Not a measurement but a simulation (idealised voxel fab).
The document below concerns the process module designated voxel air gaps.
The width of the displayed cross-section, cut, is 210 nm; its cells are square, with a size of 5 nm.
A cross-section is a grid of square cells, given in bands from the top down. A band is one or more rows of cells.
Band: top and bottom heights (nm) first, top before bottom; then materials from left to right, widths in nm. "edge to edge" marks a sole material filling the band edge to edge. "air" denotes empty space.
Zero point of the height axis is 0; under it, received wafer = one material. Lowest band: continues down indefinitely, "0 down".
You'd read "30 to 40" like this: the band's top row of cells is as wide as the first number, its bottom row is as wide as the second, and going down, every row changes width by the same amount as the row before did.
You'll sometimes find "everything unchanged" written for a step, and that's the way of saying that nowhere in the cross-section did a cell change during that step.
The entry "Entrapped voids" lists the empty spaces that cover at least 8 cells and have no open path to the top. Each is written as width x height at distance, where the distance is measured from the left edge and all three values are in nm.
Text after the settings on a step's line: the simulator's own remark on that step.
A step line may carry the setting "overlay nm", which, for steps involving a mask, states the distance by which the mask lay to the right of its intended position; negative values denote displacement to the left.
## Process steps foreseen in the plan
1) RECEIVE [material Si]
2) CONFORMAL_DEP [material SiO2] [thk nm 15]
3) CONFORMAL_DEP [material SiCN] [thk nm 5]
4) DIRECTIONAL_DEP [material lowk] [thk nm 40]
5) PATTERN [tone open] [mask id LINES] [material resist] [width nm 20] [pitch nm 45] [thk nm 20] [overlay nm -15]
6) DIRECTIONAL_ETCH [etch materials lowk] [depth nm 40]
7) STRIP [etch materials resist]
8) CONFORMAL_DEP [material TiN] [thk nm 5]
9) FILL_DEP [material W] [thk nm 10]
10) CMP [height nm 60]
11) EPI [material Ru] [thk nm 10]
12) SELECTIVE_ETCH [etch materials lowk] [depth nm 50]
13) CONFORMAL_DEP [material SiCN] [thk nm 5]
It is noted that the wafers described herein are identical at the outset and are distinguished by the overlay nm of step 5; the value stated in the plan corresponds to the first wafer.
## Cut through the first of several wafers as received, post step 1
- 0 down  Si edge to edge
- Entrapped voids: none
## Depicted here is the first of several wafers in cross-section, at module completion following the last step, step 13
- 75 to 70  air (20), SiCN (140), air (50)
- 70 to 60  air (20), SiCN (5), Ru (40), SiCN (5), Ru (40), SiCN (5), Ru (40), SiCN (5), air (50)
- 60 to 55  air (20), SiCN (15), TiN (5), W (10), TiN (5), SiCN (25), TiN (5), W (10), TiN (5), SiCN (25), TiN (5), W (10), TiN (5), SiCN (15), air (50)
- 55 to 25  air (30), SiCN (5), TiN (5), W (10), TiN (5), SiCN (5), air (15), SiCN (5), TiN (5), W (10), TiN (5), SiCN (5), air (15), SiCN (5), TiN (5), W (10), TiN (5), SiCN (5), air (60)
- 25 to 20  SiCN (35), TiN (20), SiCN (25), TiN (20), SiCN (25), TiN (20), SiCN (65)
- 20 to 15  SiCN edge to edge
- 15 to 0  SiO2 edge to edge
- 0 down  Si edge to edge
- Entrapped voids: 15 x 30 at 60; 15 x 30 at 105
## last wafer at the end
- 75 to 70  air (50), SiCN (140), air (20)
- 70 to 60  air (50), SiCN (5), Ru (40), SiCN (5), Ru (40), SiCN (5), Ru (40), SiCN (5), air (20)
- 60 to 55  air (50), SiCN (15), TiN (5), W (10), TiN (5), SiCN (25), TiN (5), W (10), TiN (5), SiCN (25), TiN (5), W (10), TiN (5), SiCN (15), air (20)
- 55 to 25  air (60), SiCN (5), TiN (5), W (10), TiN (5), SiCN (5), air (15), SiCN (5), TiN (5), W (10), TiN (5), SiCN (5), air (15), SiCN (5), TiN (5), W (10), TiN (5), SiCN (5), air (30)
- 25 to 20  SiCN (65), TiN (20), SiCN (25), TiN (20), SiCN (25), TiN (20), SiCN (35)
- 20 to 15  SiCN edge to edge
- 15 to 0  SiO2 edge to edge
- 0 down  Si edge to edge
- Entrapped voids: 15 x 30 at 90; 15 x 30 at 135
## The rows of the table below are wafers. Looking at the end of the module, a row counts, for every material, the cells the wafer has gained, shown as (+), or lost, shown as (-), since it was received; its closed voids come next
overlay nm -15 | +48 Ru | +160 SiCN | +126 SiO2 | +54 TiN | +42 W | Entrapped voids: 15 x 30 at 60; 15 x 30 at 105
overlay nm -10 | +48 Ru | +160 SiCN | +126 SiO2 | +54 TiN | +42 W | Entrapped voids: 15 x 30 at 65; 15 x 30 at 110
overlay nm -5 | +48 Ru | +160 SiCN | +126 SiO2 | +54 TiN | +42 W | Entrapped voids: 15 x 30 at 70; 15 x 30 at 115
overlay nm 0 | +48 Ru | +160 SiCN | +126 SiO2 | +54 TiN | +42 W | Entrapped voids: 15 x 30 at 75; 15 x 30 at 120
overlay nm 5 | +48 Ru | +160 SiCN | +126 SiO2 | +54 TiN | +42 W | Entrapped voids: 15 x 30 at 80; 15 x 30 at 125
overlay nm 10 | +48 Ru | +160 SiCN | +126 SiO2 | +54 TiN | +42 W | Entrapped voids: 15 x 30 at 85; 15 x 30 at 130
overlay nm 15 | +48 Ru | +160 SiCN | +126 SiO2 | +54 TiN | +42 W | Entrapped voids: 15 x 30 at 90; 15 x 30 at 135
